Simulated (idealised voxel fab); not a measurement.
process module | voxel transistor to metal
cross-section cut | 285 nm wide | cells 5 nm
A cross-section is a grid of square cells, given in bands from the top down. A band is one or more rows of cells.
Each band's line starts with the height of the band's top and of its bottom, in nm. Then come its materials from left to right, each with its width in nm. One material with "throughout" fills the band from edge to edge. "air" is empty space.
Height 0 is the level under which the wafer as received is all one material. The lowest band goes on downwards, as in "0 down".
A width such as "30 to 40" changes by the same amount from each row of cells to the next, from the band's top row to its bottom row.
"no change" after a step means that no cell of the cross-section changed.
closed voids: empty space of 8 cells or more with no open way to the top, each as width x height at its distance from the left edge, in nm
after a step's settings: what the simulator itself notes on the step
overlay nm, on a step with a mask: how far to the right of its planned place the mask lay; to the left if negative
Each pair below shows a cross-section before one step and the cross-section after it, down to the lowest band that changed. The line under each pair gives the step between them, with its settings. The pairs can come from different runs of this module on the same starting wafer, so a pair continues from the pair above only where its "before" says so.
before
  35 to 25: air 60 | SiO2 5 | SiCN 30 | SiO2 5 | air 80 | SiO2 5 | SiCN 30 | SiO2 5 | air 65
  25 to 0: air 60 | SiO2 5 | polySi 30 | SiO2 5 | air 80 | SiO2 5 | polySi 30 | SiO2 5 | air 65
  0 to -5: SiO2 30 | air 30 | SiO2 5 | polySi 30 | SiO2 5 | air 30 | SiO2 20 | air 30 | SiO2 5 | polySi 30 | SiO2 5 | air 30 | SiO2 35
  -5 to -10: SiO2 throughout
  -10 to -45: SiO2 40 | Si 80 | SiO2 40 | Si 80 | SiO2 45
  -45 down: Si throughout
  closed voids: none
after
  40 to 35: air 55 | SiN 50 | air 70 | SiN 50 | air 60
  35 to 25: air 55 | SiN 5 | SiO2 5 | SiCN 30 | SiO2 5 | SiN 5 | air 70 | SiN 5 | SiO2 5 | SiCN 30 | SiO2 5 | SiN 5 | air 60
  25 to 5: air 55 | SiN 5 | SiO2 5 | polySi 30 | SiO2 5 | SiN 5 | air 70 | SiN 5 | SiO2 5 | polySi 30 | SiO2 5 | SiN 5 | air 60
  5 to 0: SiN 35 | air 20 | SiN 5 | SiO2 5 | polySi 30 | SiO2 5 | SiN 5 | air 20 | SiN 30 | air 20 | SiN 5 | SiO2 5 | polySi 30 | SiO2 5 | SiN 5 | air 20 | SiN 40
  0 to -5: SiO2 30 | SiN 30 | SiO2 5 | polySi 30 | SiO2 5 | SiN 30 | SiO2 20 | SiN 30 | SiO2 5 | polySi 30 | SiO2 5 | SiN 30 | SiO2 35
  below -5: unchanged
  closed voids: none
the step between: op CONFORMAL_DEP | material SiN | thk nm 5
before: the cross-section after the pair above
after
  35 to 25: air 55 | SiN 5 | SiO2 5 | SiCN 30 | SiO2 5 | SiN 5 | air 70 | SiN 5 | SiO2 5 | SiCN 30 | SiO2 5 | SiN 5 | air 60
  25 to 0: air 55 | SiN 5 | SiO2 5 | polySi 30 | SiO2 5 | SiN 5 | air 70 | SiN 5 | SiO2 5 | polySi 30 | SiO2 5 | SiN 5 | air 60
  0 to -5: SiO2 30 | SiN 5 | air 20 | SiN 5 | SiO2 5 | polySi 30 | SiO2 5 | SiN 5 | air 20 | SiN 5 | SiO2 20 | SiN 5 | air 20 | SiN 5 | SiO2 5 | polySi 30 | SiO2 5 | SiN 5 | air 20 | SiN 5 | SiO2 35
  below -5: unchanged
  closed voids: none
the step between: op DIRECTIONAL_ETCH | etch materials SiN | depth nm 5
before: the cross-section after the pair above
after
  35 to 30: air 55 | SiN 5 | air 5 | SiCN 30 | air 5 | SiN 5 | air 70 | SiN 5 | air 5 | SiCN 30 | air 5 | SiN 5 | air 60
  30 to 25: air 55 | SiN 5 | SiO2 5 | SiCN 30 | SiO2 5 | SiN 5 | air 70 | SiN 5 | SiO2 5 | SiCN 30 | SiO2 5 | SiN 5 | air 60
  25 to 0: air 55 | SiN 5 | SiO2 5 | polySi 30 | SiO2 5 | SiN 5 | air 70 | SiN 5 | SiO2 5 | polySi 30 | SiO2 5 | SiN 5 | air 60
  0 to -5: air 30 | SiN 5 | air 20 | SiN 5 | SiO2 5 | polySi 30 | SiO2 5 | SiN 5 | air 20 | SiN 5 | air 20 | SiN 5 | air 20 | SiN 5 | SiO2 5 | polySi 30 | SiO2 5 | SiN 5 | air 20 | SiN 5 | air 35
  -5 to -10: SiO2 35 | air 20 | SiO2 50 | air 20 | SiO2 30 | air 20 | SiO2 50 | air 20 | SiO2 40
  below -10: unchanged
  closed voids: none
the step between: op DIRECTIONAL_ETCH | etch materials SiO2 | depth nm 5
before: the cross-section after the pair above
after
  35 to 30: air 55 | SiN 5 | air 5 | SiCN 30 | air 5 | SiN 5 | air 70 | SiN 5 | air 5 | SiCN 30 | air 5 | SiN 5 | air 60
  30 to 25: air 55 | SiN 5 | SiO2 5 | SiCN 30 | SiO2 5 | SiN 5 | air 70 | SiN 5 | SiO2 5 | SiCN 30 | SiO2 5 | SiN 5 | air 60
  25 to 0: air 55 | SiN 5 | SiO2 5 | polySi 30 | SiO2 5 | SiN 5 | air 70 | SiN 5 | SiO2 5 | polySi 30 | SiO2 5 | SiN 5 | air 60
  0 to -5: air 30 | SiN 5 | air 20 | SiN 5 | SiO2 5 | polySi 30 | SiO2 5 | SiN 5 | air 20 | SiN 5 | air 20 | SiN 5 | air 20 | SiN 5 | SiO2 5 | polySi 30 | SiO2 5 | SiN 5 | air 20 | SiN 5 | air 35
  -5 to -10: SiO2 35 | air 20 | SiO2 50 | air 20 | SiO2 30 | air 20 | SiO2 50 | air 20 | SiO2 40
  -10 to -15: SiO2 40 | air 15 | Si 50 | air 15 | SiO2 40 | air 15 | Si 50 | air 15 | SiO2 45
  below -15: unchanged
  closed voids: none
the step between: op DIRECTIONAL_ETCH | etch materials Si | depth nm 5
before: the cross-section after the pair above
after
  35 to 30: air 55 | SiN 5 | air 5 | SiCN 30 | air 5 | SiN 5 | air 70 | SiN 5 | air 5 | SiCN 30 | air 5 | SiN 5 | air 60
  30 to 25: air 55 | SiN 5 | SiO2 5 | SiCN 30 | SiO2 5 | SiN 5 | air 70 | SiN 5 | SiO2 5 | SiCN 30 | SiO2 5 | SiN 5 | air 60
  25 to 0: air 55 | SiN 5 | SiO2 5 | polySi 30 | SiO2 5 | SiN 5 | air 70 | SiN 5 | SiO2 5 | polySi 30 | SiO2 5 | SiN 5 | air 60
  0 to -5: air 30 | SiN 5 | air 20 | SiN 5 | SiO2 5 | polySi 30 | SiO2 5 | SiN 5 | air 20 | SiN 5 | air 20 | SiN 5 | air 20 | SiN 5 | SiO2 5 | polySi 30 | SiO2 5 | SiN 5 | air 20 | SiN 5 | air 35
  -5 to -10: SiO2 35 | air 15 | SiGe 5 | SiO2 50 | SiGe 5 | air 15 | SiO2 30 | air 15 | SiGe 5 | SiO2 50 | SiGe 5 | air 15 | SiO2 40
  -10 to -15: SiO2 40 | SiGe 15 | Si 50 | SiGe 15 | SiO2 40 | SiGe 15 | Si 50 | SiGe 15 | SiO2 45
  below -15: unchanged
  closed voids: none
the step between: op EPI | material SiGe | thk nm 5
before: the cross-section after the pair above
after
  45 to 35: SiO2 throughout
  35 to 25: SiO2 55 | SiN 5 | SiO2 5 | SiCN 30 | SiO2 5 | SiN 5 | SiO2 70 | SiN 5 | SiO2 5 | SiCN 30 | SiO2 5 | SiN 5 | SiO2 60
  25 to 0: SiO2 55 | SiN 5 | SiO2 5 | polySi 30 | SiO2 5 | SiN 5 | SiO2 70 | SiN 5 | SiO2 5 | polySi 30 | SiO2 5 | SiN 5 | SiO2 60
  0 to -5: SiO2 30 | SiN 5 | SiO2 20 | SiN 5 | SiO2 5 | polySi 30 | SiO2 5 | SiN 5 | SiO2 20 | SiN 5 | SiO2 20 | SiN 5 | SiO2 20 | SiN 5 | SiO2 5 | polySi 30 | SiO2 5 | SiN 5 | SiO2 20 | SiN 5 | SiO2 35
  -5 to -10: SiO2 50 | SiGe 5 | SiO2 50 | SiGe 5 | SiO2 60 | SiGe 5 | SiO2 50 | SiGe 5 | SiO2 55
  below -10: unchanged
  closed voids: none
the step between: op FILL_DEP | material SiO2 | thk nm 10
before: the cross-section after the pair above
after
  25 to 0: SiO2 55 | SiN 5 | SiO2 5 | polySi 30 | SiO2 5 | SiN 5 | SiO2 70 | SiN 5 | SiO2 5 | polySi 30 | SiO2 5 | SiN 5 | SiO2 60
  below 0: unchanged
  closed voids: none
the step between: op CMP | height nm 25
before: the cross-section after the pair above
after
  25 to 0: SiO2 55 | SiN 5 | SiO2 5 | air 30 | SiO2 5 | SiN 5 | SiO2 70 | SiN 5 | SiO2 5 | air 30 | SiO2 5 | SiN 5 | SiO2 60
  0 to -5: SiO2 30 | SiN 5 | SiO2 20 | SiN 5 | SiO2 5 | air 30 | SiO2 5 | SiN 5 | SiO2 20 | SiN 5 | SiO2 20 | SiN 5 | SiO2 20 | SiN 5 | SiO2 5 | air 30 | SiO2 5 | SiN 5 | SiO2 20 | SiN 5 | SiO2 35
  below -5: unchanged
  closed voids: none
the step between: op STRIP | etch materials polySi
before: the cross-section after the pair above
after
  25 to 20: air 55 | SiN 5 | air 40 | SiN 5 | air 70 | SiN 5 | air 40 | SiN 5 | air 60
  20 to 0: SiO2 55 | SiN 5 | air 40 | SiN 5 | SiO2 70 | SiN 5 | air 40 | SiN 5 | SiO2 60
  0 to -5: SiO2 30 | SiN 5 | SiO2 20 | SiN 5 | air 40 | SiN 5 | SiO2 20 | SiN 5 | SiO2 20 | SiN 5 | SiO2 20 | SiN 5 | air 40 | SiN 5 | SiO2 20 | SiN 5 | SiO2 35
  -5 to -10: SiO2 50 | SiGe 5 | SiO2 5 | air 40 | SiO2 5 | SiGe 5 | SiO2 60 | SiGe 5 | SiO2 5 | air 40 | SiO2 5 | SiGe 5 | SiO2 55
  below -10: unchanged
  closed voids: none
the step between: op SELECTIVE_ETCH | etch materials SiO2 | depth nm 5
before: the cross-section after the pair above
after
  30 to 25: air 50 | HfO2 15 | air 30 | HfO2 15 | air 60 | HfO2 15 | air 30 | HfO2 15 | air 55
  25 to 20: HfO2 55 | SiN 5 | HfO2 5 | air 30 | HfO2 5 | SiN 5 | HfO2 70 | SiN 5 | HfO2 5 | air 30 | HfO2 5 | SiN 5 | HfO2 60
  20 to 0: SiO2 55 | SiN 5 | HfO2 5 | air 30 | HfO2 5 | SiN 5 | SiO2 70 | SiN 5 | HfO2 5 | air 30 | HfO2 5 | SiN 5 | SiO2 60
  0 to -5: SiO2 30 | SiN 5 | SiO2 20 | SiN 5 | HfO2 5 | air 30 | HfO2 5 | SiN 5 | SiO2 20 | SiN 5 | SiO2 20 | SiN 5 | SiO2 20 | SiN 5 | HfO2 5 | air 30 | HfO2 5 | SiN 5 | SiO2 20 | SiN 5 | SiO2 35
  -5 to -10: SiO2 50 | SiGe 5 | SiO2 5 | HfO2 40 | SiO2 5 | SiGe 5 | SiO2 60 | SiGe 5 | SiO2 5 | HfO2 40 | SiO2 5 | SiGe 5 | SiO2 55
  below -10: unchanged
  closed voids: none
the step between: op CONFORMAL_DEP | material HfO2 | thk nm 5
before: the cross-section after the pair above
after
  35 to 30: air 45 | TiN 25 | air 20 | TiN 25 | air 50 | TiN 25 | air 20 | TiN 25 | air 50
  30 to 25: TiN 50 | HfO2 15 | TiN 5 | air 20 | TiN 5 | HfO2 15 | TiN 60 | HfO2 15 | TiN 5 | air 20 | TiN 5 | HfO2 15 | TiN 55
  25 to 20: HfO2 55 | SiN 5 | HfO2 5 | TiN 5 | air 20 | TiN 5 | HfO2 5 | SiN 5 | HfO2 70 | SiN 5 | HfO2 5 | TiN 5 | air 20 | TiN 5 | HfO2 5 | SiN 5 | HfO2 60
  20 to 0: SiO2 55 | SiN 5 | HfO2 5 | TiN 5 | air 20 | TiN 5 | HfO2 5 | SiN 5 | SiO2 70 | SiN 5 | HfO2 5 | TiN 5 | air 20 | TiN 5 | HfO2 5 | SiN 5 | SiO2 60
  0 to -5: SiO2 30 | SiN 5 | SiO2 20 | SiN 5 | HfO2 5 | TiN 30 | HfO2 5 | SiN 5 | SiO2 20 | SiN 5 | SiO2 20 | SiN 5 | SiO2 20 | SiN 5 | HfO2 5 | TiN 30 | HfO2 5 | SiN 5 | SiO2 20 | SiN 5 | SiO2 35
  below -5: unchanged
  closed voids: none
the step between: op CONFORMAL_DEP | material TiN | thk nm 5
before: the cross-section after the pair above
after
  45 to 35: W throughout
  35 to 30: W 45 | TiN 25 | W 20 | TiN 25 | W 50 | TiN 25 | W 20 | TiN 25 | W 50
  30 to 25: TiN 50 | HfO2 15 | TiN 5 | W 20 | TiN 5 | HfO2 15 | TiN 60 | HfO2 15 | TiN 5 | W 20 | TiN 5 | HfO2 15 | TiN 55
  25 to 20: HfO2 55 | SiN 5 | HfO2 5 | TiN 5 | W 20 | TiN 5 | HfO2 5 | SiN 5 | HfO2 70 | SiN 5 | HfO2 5 | TiN 5 | W 20 | TiN 5 | HfO2 5 | SiN 5 | HfO2 60
  20 to 0: SiO2 55 | SiN 5 | HfO2 5 | TiN 5 | W 20 | TiN 5 | HfO2 5 | SiN 5 | SiO2 70 | SiN 5 | HfO2 5 | TiN 5 | W 20 | TiN 5 | HfO2 5 | SiN 5 | SiO2 60
  below 0: unchanged
  closed voids: none
the step between: op FILL_DEP | material W | thk nm 10
before: the cross-section after the pair above
after
  20 to 0: SiO2 55 | SiN 5 | HfO2 5 | TiN 5 | W 20 | TiN 5 | HfO2 5 | SiN 5 | SiO2 70 | SiN 5 | HfO2 5 | TiN 5 | W 20 | TiN 5 | HfO2 5 | SiN 5 | SiO2 60
  below 0: unchanged
  closed voids: none
the step between: op CMP | height nm 20
before: the cross-section after the pair above
after
  35 to 20: SiO2 throughout
  below 20: unchanged
  closed voids: none
the step between: op DIRECTIONAL_DEP | material SiO2 | thk nm 15
before: the cross-section after the pair above
after
  50 to 35: resist 35 | air 15 | resist 60 | air 15 | resist 30 | air 15 | resist 60 | air 15 | resist 40
  below 35: unchanged
  closed voids: none
the step between: op PATTERN | tone open | mask id CONTACT | material resist | width nm 15 | thk nm 15 | overlay nm 0
before: the cross-section after the pair above
after
  50 to 35: resist 35 | air 15 | resist 60 | air 15 | resist 30 | air 15 | resist 60 | air 15 | resist 40
  35 to 20: SiO2 35 | air 15 | SiO2 60 | air 15 | SiO2 30 | air 15 | SiO2 60 | air 15 | SiO2 40
  20 to 0: SiO2 35 | air 15 | SiO2 5 | SiN 5 | HfO2 5 | TiN 5 | W 20 | TiN 5 | HfO2 5 | SiN 5 | SiO2 5 | air 15 | SiO2 30 | air 15 | SiO2 5 | SiN 5 | HfO2 5 | TiN 5 | W 20 | TiN 5 | HfO2 5 | SiN 5 | SiO2 5 | air 15 | SiO2 40
  0 to -5: SiO2 30 | SiN 5 | air 15 | SiO2 5 | SiN 5 | HfO2 5 | TiN 30 | HfO2 5 | SiN 5 | SiO2 5 | air 15 | SiN 5 | SiO2 20 | SiN 5 | air 15 | SiO2 5 | SiN 5 | HfO2 5 | TiN 30 | HfO2 5 | SiN 5 | SiO2 5 | air 15 | SiN 5 | SiO2 35
  -5 to -10: SiO2 35 | air 15 | SiGe 5 | SiO2 5 | HfO2 40 | SiO2 5 | SiGe 5 | air 15 | SiO2 30 | air 15 | SiGe 5 | SiO2 5 | HfO2 40 | SiO2 5 | SiGe 5 | air 15 | SiO2 40
  below -10: unchanged
  closed voids: none
the step between: op DIRECTIONAL_ETCH | etch materials SiO2 | depth nm 45
before: the cross-section after the pair above
after
  35 to 20: SiO2 35 | air 15 | SiO2 60 | air 15 | SiO2 30 | air 15 | SiO2 60 | air 15 | SiO2 40
  below 20: unchanged
  closed voids: none
the step between: op STRIP | etch materials resist
before: the cross-section after the pair above
after
  40 to 35: TiN 40 | air 5 | TiN 70 | air 5 | TiN 40 | air 5 | TiN 70 | air 5 | TiN 45
  35 to 20: SiO2 35 | TiN 5 | air 5 | TiN 5 | SiO2 60 | TiN 5 | air 5 | TiN 5 | SiO2 30 | TiN 5 | air 5 | TiN 5 | SiO2 60 | TiN 5 | air 5 | TiN 5 | SiO2 40
  20 to 0: SiO2 35 | TiN 5 | air 5 | TiN 5 | SiO2 5 | SiN 5 | HfO2 5 | TiN 5 | W 20 | TiN 5 | HfO2 5 | SiN 5 | SiO2 5 | TiN 5 | air 5 | TiN 5 | SiO2 30 | TiN 5 | air 5 | TiN 5 | SiO2 5 | SiN 5 | HfO2 5 | TiN 5 | W 20 | TiN 5 | HfO2 5 | SiN 5 | SiO2 5 | TiN 5 | air 5 | TiN 5 | SiO2 40
  0 to -5: SiO2 30 | SiN 5 | TiN 5 | air 5 | TiN 5 | SiO2 5 | SiN 5 | HfO2 5 | TiN 30 | HfO2 5 | SiN 5 | SiO2 5 | TiN 5 | air 5 | TiN 5 | SiN 5 | SiO2 20 | SiN 5 | TiN 5 | air 5 | TiN 5 | SiO2 5 | SiN 5 | HfO2 5 | TiN 30 | HfO2 5 | SiN 5 | SiO2 5 | TiN 5 | air 5 | TiN 5 | SiN 5 | SiO2 35
  -5 to -10: SiO2 35 | TiN 15 | SiGe 5 | SiO2 5 | HfO2 40 | SiO2 5 | SiGe 5 | TiN 15 | SiO2 30 | TiN 15 | SiGe 5 | SiO2 5 | HfO2 40 | SiO2 5 | SiGe 5 | TiN 15 | SiO2 40
  below -10: unchanged
  closed voids: none
the step between: op CONFORMAL_DEP | material TiN | thk nm 5
before: the cross-section after the pair above
after
  45 to 40: W throughout
  40 to 35: TiN 40 | W 5 | TiN 70 | W 5 | TiN 40 | W 5 | TiN 70 | W 5 | TiN 45
  35 to 20: SiO2 35 | TiN 5 | W 5 | TiN 5 | SiO2 60 | TiN 5 | W 5 | TiN 5 | SiO2 30 | TiN 5 | W 5 | TiN 5 | SiO2 60 | TiN 5 | W 5 | TiN 5 | SiO2 40
  20 to 0: SiO2 35 | TiN 5 | W 5 | TiN 5 | SiO2 5 | SiN 5 | HfO2 5 | TiN 5 | W 20 | TiN 5 | HfO2 5 | SiN 5 | SiO2 5 | TiN 5 | W 5 | TiN 5 | SiO2 30 | TiN 5 | W 5 | TiN 5 | SiO2 5 | SiN 5 | HfO2 5 | TiN 5 | W 20 | TiN 5 | HfO2 5 | SiN 5 | SiO2 5 | TiN 5 | W 5 | TiN 5 | SiO2 40
  0 to -5: SiO2 30 | SiN 5 | TiN 5 | W 5 | TiN 5 | SiO2 5 | SiN 5 | HfO2 5 | TiN 30 | HfO2 5 | SiN 5 | SiO2 5 | TiN 5 | W 5 | TiN 5 | SiN 5 | SiO2 20 | SiN 5 | TiN 5 | W 5 | TiN 5 | SiO2 5 | SiN 5 | HfO2 5 | TiN 30 | HfO2 5 | SiN 5 | SiO2 5 | TiN 5 | W 5 | TiN 5 | SiN 5 | SiO2 35
  below -5: unchanged
  closed voids: none
the step between: op FILL_DEP | material W | thk nm 5
before: the cross-section after the pair above
after
  35 to 20: SiO2 35 | TiN 5 | W 5 | TiN 5 | SiO2 60 | TiN 5 | W 5 | TiN 5 | SiO2 30 | TiN 5 | W 5 | TiN 5 | SiO2 60 | TiN 5 | W 5 | TiN 5 | SiO2 40
  below 20: unchanged
  closed voids: none
the step between: op CMP | height nm 35
before: the cross-section after the pair above
after
  40 to 35: TiN throughout
  below 35: unchanged
  closed voids: none
the step between: op DIRECTIONAL_DEP | material TiN | thk nm 5
before: the cross-section after the pair above
after
  65 to 40: Ru throughout
  below 40: unchanged
  closed voids: none
the step between: op DIRECTIONAL_DEP | material Ru | thk nm 25
before: the cross-section after the pair above
after
  65 to 40: air 35 | Ru 15 | air 60 | Ru 15 | air 30 | Ru 15 | air 60 | Ru 15 | air 40
  below 40: unchanged
  closed voids: none
the step between: op MASKED_ETCH | tone cover | mask id METAL_1 | width nm 15 | etch materials Ru | depth nm 25 | overlay nm 0
before: the cross-section after the pair above
after
  65 to 40: air 35 | Ru 15 | air 60 | Ru 15 | air 30 | Ru 15 | air 60 | Ru 15 | air 40
  40 to 35: air 35 | TiN 15 | air 60 | TiN 15 | air 30 | TiN 15 | air 60 | TiN 15 | air 40
  below 35: unchanged
  closed voids: none
the step between: op MASKED_ETCH | tone cover | mask id METAL_1 | width nm 15 | etch materials TiN | depth nm 5 | overlay nm 0
before: the cross-section after the pair above
after
  70 to 65: SiO2 throughout
  65 to 40: SiO2 35 | Ru 15 | SiO2 60 | Ru 15 | SiO2 30 | Ru 15 | SiO2 60 | Ru 15 | SiO2 40
  40 to 35: SiO2 35 | TiN 15 | SiO2 60 | TiN 15 | SiO2 30 | TiN 15 | SiO2 60 | TiN 15 | SiO2 40
  below 35: unchanged
  closed voids: none
the step between: op FILL_DEP | material SiO2 | thk nm 5
before: the cross-section after the pair above
after
  65 to 40: SiO2 35 | Ru 15 | SiO2 60 | Ru 15 | SiO2 30 | Ru 15 | SiO2 60 | Ru 15 | SiO2 40
  below 40: unchanged
  closed voids: none
the step between: op CMP | height nm 65
before: the cross-section after the pair above
after
  70 to 65: SiN throughout
  below 65: unchanged
  closed voids: none
the step between: op CONFORMAL_DEP | material SiN | thk nm 5
before
  30 to 15: aC throughout
  15 to 0: SiN throughout
  0 to -5: SiO2 throughout
  -5 down: Si throughout
  closed voids: none
after
  65 to 30: air 35 | resist 95 | air 25 | resist 95 | air 35
  below 30: unchanged
  closed voids: none
the step between: op PATTERN | tone cover | mask id ACTIVE | material resist | width nm 95 | pitch nm 120 | thk nm 35 | overlay nm 0
before: the cross-section after the pair above
after
  50 to 30: air 35 | resist 95 | air 25 | resist 95 | air 35
  30 to 15: air 35 | aC 95 | air 25 | aC 95 | air 35
  below 15: unchanged
  closed voids: none
the step between: op DIRECTIONAL_ETCH | etch materials aC | depth nm 15
before: the cross-section after the pair above
after
  30 to 15: air 35 | aC 95 | air 25 | aC 95 | air 35
  below 15: unchanged
  closed voids: none
the step between: op STRIP | etch materials resist
before: the cross-section after the pair above
after
  30 to 15: air 35 | aC 95 | air 25 | aC 95 | air 35
  15 to 0: air 35 | SiN 95 | air 25 | SiN 95 | air 35
  below 0: unchanged
  closed voids: none
the step between: op DIRECTIONAL_ETCH | etch materials SiN | depth nm 15
before: the cross-section after the pair above
after
  30 to 15: air 35 | aC 95 | air 25 | aC 95 | air 35
  15 to 0: air 35 | SiN 95 | air 25 | SiN 95 | air 35
  0 to -5: air 35 | SiO2 95 | air 25 | SiO2 95 | air 35
  below -5: unchanged
  closed voids: none
the step between: op DIRECTIONAL_ETCH | etch materials SiO2 | depth nm 5
before: the cross-section after the pair above
after
  30 to 15: air 35 | aC 95 | air 25 | aC 95 | air 35
  15 to 0: air 35 | SiN 95 | air 25 | SiN 95 | air 35
  0 to -5: air 35 | SiO2 95 | air 25 | SiO2 95 | air 35
  -5 to -35: air 35 | Si 95 | air 25 | Si 95 | air 35
  below -35: unchanged
  closed voids: none
the step between: op DIRECTIONAL_ETCH | etch materials Si | depth nm 30
before: the cross-section after the pair above
after
  15 to 0: air 35 | SiN 95 | air 25 | SiN 95 | air 35
  below 0: unchanged
  closed voids: none
the step between: op STRIP | etch materials aC
before: the cross-section after the pair above
after
  15 to 0: air 35 | SiN 95 | air 25 | SiN 95 | air 35
  0 to -5: air 35 | SiO2 95 | air 25 | SiO2 95 | air 35
  -5 to -35: air 35 | SiO2 5 | Si 85 | SiO2 5 | air 25 | SiO2 5 | Si 85 | SiO2 5 | air 35
  -35 to -40: SiO2 40 | Si 85 | SiO2 35 | Si 85 | SiO2 40
  below -40: unchanged
  closed voids: none
the step between: op OXIDIZE | depth nm 5
before: the cross-section after the pair above
after
  30 to 15: SiO2 throughout
  15 to 0: SiO2 35 | SiN 95 | SiO2 25 | SiN 95 | SiO2 35
  0 to -5: SiO2 throughout
  -5 to -40: SiO2 40 | Si 85 | SiO2 35 | Si 85 | SiO2 40
  below -40: unchanged
  closed voids: none
the step between: op FILL_DEP | material SiO2 | thk nm 15
before: the cross-section after the pair above
after
  15 to 0: SiO2 35 | SiN 95 | SiO2 25 | SiN 95 | SiO2 35
  below 0: unchanged
  closed voids: none
the step between: op CMP | height nm 15
before: the cross-section after the pair above
after
  15 to 5: air 35 | SiN 95 | air 25 | SiN 95 | air 35
  below 5: unchanged
  closed voids: none
the step between: op SELECTIVE_ETCH | etch materials SiO2 | depth nm 10
before: the cross-section after the pair above
after
  5 to 0: SiO2 35 | air 95 | SiO2 25 | air 95 | SiO2 35
  below 0: unchanged
  closed voids: none
the step between: op STRIP | etch materials SiN
before: the cross-section after the pair above
after
  0 to -5: SiO2 30 | air 105 | SiO2 15 | air 105 | SiO2 30
  below -5: unchanged
  closed voids: none
the step between: op SELECTIVE_ETCH | etch materials SiO2 | depth nm 5
before: the cross-section after the pair above
after
  0 to -5: SiO2 30 | air 105 | SiO2 15 | air 105 | SiO2 30
  -5 to -10: SiO2 throughout
  below -10: unchanged
  closed voids: none
the step between: op OXIDIZE | depth nm 5
before: the cross-section after the pair above
after
  30 to 25: polySi 30 | air 105 | polySi 15 | air 105 | polySi 30
  25 to 0: polySi throughout
  0 to -5: SiO2 30 | polySi 105 | SiO2 15 | polySi 105 | SiO2 30
  below -5: unchanged
  closed voids: none
the step between: op DIRECTIONAL_DEP | material polySi | thk nm 30
before: the cross-section after the pair above
after
  40 to 35: SiCN 30 | air 105 | SiCN 15 | air 105 | SiCN 30
  35 to 30: SiCN throughout
  30 to 25: polySi 30 | SiCN 105 | polySi 15 | SiCN 105 | polySi 30
  below 25: unchanged
  closed voids: none
the step between: op DIRECTIONAL_DEP | material SiCN | thk nm 10
before: the cross-section after the pair above
after
  35 to 30: air 65 | SiCN 30 | air 90 | SiCN 30 | air 70
  30 to 25: polySi 30 | air 35 | SiCN 30 | air 40 | polySi 15 | air 35 | SiCN 30 | air 40 | polySi 30
  below 25: unchanged
  closed voids: none
the step between: op MASKED_ETCH | tone cover | mask id GATE | width nm 30 | pitch nm 120 | etch materials SiCN | depth nm 20 | overlay nm 0
before: the cross-section after the pair above
after
  35 to 25: air 65 | SiCN 30 | air 90 | SiCN 30 | air 70
  25 to 0: air 65 | polySi 30 | air 90 | polySi 30 | air 70
  0 to -5: SiO2 30 | air 35 | polySi 30 | air 40 | SiO2 15 | air 35 | polySi 30 | air 40 | SiO2 30
  below -5: unchanged
  closed voids: none
the step between: op MASKED_ETCH | tone cover | mask id GATE | width nm 30 | pitch nm 120 | etch materials polySi | depth nm 40 | overlay nm 0
before: the cross-section after the pair above
after
  40 to 35: air 60 | SiO2 40 | air 80 | SiO2 40 | air 65
  35 to 25: air 60 | SiO2 5 | SiCN 30 | SiO2 5 | air 80 | SiO2 5 | SiCN 30 | SiO2 5 | air 65
  25 to 5: air 60 | SiO2 5 | polySi 30 | SiO2 5 | air 80 | SiO2 5 | polySi 30 | SiO2 5 | air 65
  5 to 0: SiO2 35 | air 25 | SiO2 5 | polySi 30 | SiO2 5 | air 30 | SiO2 25 | air 25 | SiO2 5 | polySi 30 | SiO2 5 | air 30 | SiO2 35
  0 to -5: SiO2 65 | polySi 30 | SiO2 90 | polySi 30 | SiO2 70
  below -5: unchanged
  closed voids: none
the step between: op CONFORMAL_DEP | material SiO2 | thk nm 5
before: the cross-section after the pair above
after
  35 to 25: air 60 | SiO2 5 | SiCN 30 | SiO2 5 | air 80 | SiO2 5 | SiCN 30 | SiO2 5 | air 65
  25 to 0: air 60 | SiO2 5 | polySi 30 | SiO2 5 | air 80 | SiO2 5 | polySi 30 | SiO2 5 | air 65
  0 to -5: SiO2 35 | air 25 | SiO2 5 | polySi 30 | SiO2 5 | air 30 | SiO2 25 | air 25 | SiO2 5 | polySi 30 | SiO2 5 | air 30 | SiO2 35
  below -5: unchanged
  closed voids: none
the step between: op DIRECTIONAL_ETCH | etch materials SiO2 | depth nm 5
before: the cross-section after the pair above
after
  40 to 35: air 55 | SiN 50 | air 70 | SiN 50 | air 60
  35 to 25: air 55 | SiN 5 | SiO2 5 | SiCN 30 | SiO2 5 | SiN 5 | air 70 | SiN 5 | SiO2 5 | SiCN 30 | SiO2 5 | SiN 5 | air 60
  25 to 5: air 55 | SiN 5 | SiO2 5 | polySi 30 | SiO2 5 | SiN 5 | air 70 | SiN 5 | SiO2 5 | polySi 30 | SiO2 5 | SiN 5 | air 60
  5 to 0: SiN 40 | air 15 | SiN 5 | SiO2 5 | polySi 30 | SiO2 5 | SiN 5 | air 20 | SiN 35 | air 15 | SiN 5 | SiO2 5 | polySi 30 | SiO2 5 | SiN 5 | air 20 | SiN 40
  0 to -5: SiO2 35 | SiN 25 | SiO2 5 | polySi 30 | SiO2 5 | SiN 30 | SiO2 25 | SiN 25 | SiO2 5 | polySi 30 | SiO2 5 | SiN 30 | SiO2 35
  below -5: unchanged
  closed voids: none
the step between: op CONFORMAL_DEP | material SiN | thk nm 5
before: the cross-section after the pair above
after
  35 to 25: air 55 | SiN 5 | SiO2 5 | SiCN 30 | SiO2 5 | SiN 5 | air 70 | SiN 5 | SiO2 5 | SiCN 30 | SiO2 5 | SiN 5 | air 60
  25 to 0: air 55 | SiN 5 | SiO2 5 | polySi 30 | SiO2 5 | SiN 5 | air 70 | SiN 5 | SiO2 5 | polySi 30 | SiO2 5 | SiN 5 | air 60
  0 to -5: SiO2 35 | SiN 5 | air 15 | SiN 5 | SiO2 5 | polySi 30 | SiO2 5 | SiN 5 | air 20 | SiN 5 | SiO2 25 | SiN 5 | air 15 | SiN 5 | SiO2 5 | polySi 30 | SiO2 5 | SiN 5 | air 20 | SiN 5 | SiO2 35
  below -5: unchanged
  closed voids: none
the step between: op DIRECTIONAL_ETCH | etch materials SiN | depth nm 5
